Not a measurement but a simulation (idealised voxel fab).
process module | voxel capacitor over wiring
cross-section cut | 300 nm wide | cells 5 nm
A cross-section is a grid of square cells, given in bands from the top down. A band is one or more rows of cells.
Each band's line starts with the height of the band's top and of its bottom, in nm. Then come its materials from left to right, each with its width in nm. One material with "throughout" fills the band from edge to edge. "air" is empty space.
Height 0 is the level under which the wafer as received is all one material. The lowest band goes on downwards, as in "0 down".
A width such as "30 to 40" changes by the same amount from each row of cells to the next, from the band's top row to its bottom row.
"no change" after a step means that no cell of the cross-section changed.
closed voids: empty space of 8 cells or more with no open way to the top, each as width x height at its distance from the left edge, in nm
after a step's settings: what the simulator itself notes on the step
overlay nm, on a step with a mask: how far to the right of its planned place the mask lay; to the left if negative
plan
1 op RECEIVE | material Si
2 op CONFORMAL_DEP | material SiO2 | thk nm 15
3 op CONFORMAL_DEP | material SiN | thk nm 5
4 op DIRECTIONAL_DEP | material SiO2 | thk nm 15
5 op PATTERN | tone open | mask id METAL_1 | material resist | width nm 25 | pitch nm 85 | thk nm 20 | overlay nm 0
6 op DIRECTIONAL_ETCH | etch materials SiO2 | depth nm 15
7 op DIRECTIONAL_ETCH | etch materials SiN | depth nm 5
8 op STRIP | etch materials resist
9 op CONFORMAL_DEP | material TiN | thk nm 5
10 op FILL_DEP | material Cu | thk nm 5
11 op CMP | height nm 35
12 op EPI | material Ru | thk nm 5
13 op FILL_DEP | material SiCN | thk nm 5
14 op DIRECTIONAL_DEP | material SiO2 | thk nm 20
15 op PATTERN | tone open | mask id PLUG_1 | material resist | width nm 15 | thk nm 15 | overlay nm 0
16 op DIRECTIONAL_ETCH | etch materials SiO2 | depth nm 20
17 op DIRECTIONAL_ETCH | etch materials SiCN | depth nm 5
18 op STRIP | etch materials resist
19 op CONFORMAL_DEP | material TiN | thk nm 5
20 op FILL_DEP | material W | thk nm 5
21 op CMP | height nm 65
22 op DIRECTIONAL_DEP | material TiN | thk nm 5
23 op DIRECTIONAL_DEP | material SiN | thk nm 5
24 op DIRECTIONAL_DEP | material TiN | thk nm 5
25 op DIRECTIONAL_DEP | material aC | thk nm 15
26 op PATTERN | tone cover | mask id UPPER_PLATE | material resist | width nm 65 | thk nm 35 | overlay nm 0
27 op DIRECTIONAL_ETCH | etch materials aC | depth nm 15
28 op STRIP | etch materials resist
29 op DIRECTIONAL_ETCH | etch materials TiN | depth nm 5
30 op DIRECTIONAL_ETCH | etch materials SiN | depth nm 5
31 op STRIP | etch materials aC
32 op MASKED_ETCH | tone cover | mask id LOWER_PLATE | width nm 75 | etch materials TiN | depth nm 5 | overlay nm 0
33 op FILL_DEP | material SiO2 | thk nm 20
34 op CMP | height nm 95
35 op PATTERN | tone open | mask id PLUG_2 | material resist | width nm 15 | thk nm 20 | overlay nm 0
36 op DIRECTIONAL_ETCH | etch materials SiO2 | depth nm 15
37 op STRIP | etch materials resist
38 op CONFORMAL_DEP | material TiN | thk nm 5
39 op FILL_DEP | material W | thk nm 5
40 op CMP | height nm 95
41 op CONFORMAL_DEP | material SiN | thk nm 5
as received, after step 1
  0 down: Si throughout
  closed voids: none
a wafer at the end: this start, this plan, one mistake
  100 to 95: SiN throughout
  95 to 85: SiO2 115 | TiN 5 | W 5 | TiN 5 | SiO2 170
  85 to 75: SiO2 115 to 105 | TiN 15 to 65 | SiO2 170 to 130
  75 to 70: SiO2 105 | SiN 65 | SiO2 130
  70 to 65: SiO2 100 | TiN 75 | SiO2 125
  65 to 45: SiO2 115 | TiN 5 | W 5 | TiN 5 | SiO2 170
  45 to 40: SiCN 115 | TiN 15 | SiCN 170
  40 to 35: SiCN 90 | Ru 35 | SiCN 50 | Ru 35 | SiCN 90
  35 to 20: SiO2 95 | TiN 5 | Cu 15 | TiN 5 | SiO2 60 | TiN 5 | Cu 15 | TiN 5 | SiO2 95
  20 to 15: SiN 95 | TiN 25 | SiN 60 | TiN 25 | SiN 95
  15 to 0: SiO2 throughout
  0 down: Si throughout
  closed voids: none
what went wrong: step 15 ran as: op PATTERN | tone open | mask id PLUG_1 | material resist | width nm 15 | thk nm 15 | overlay nm 10
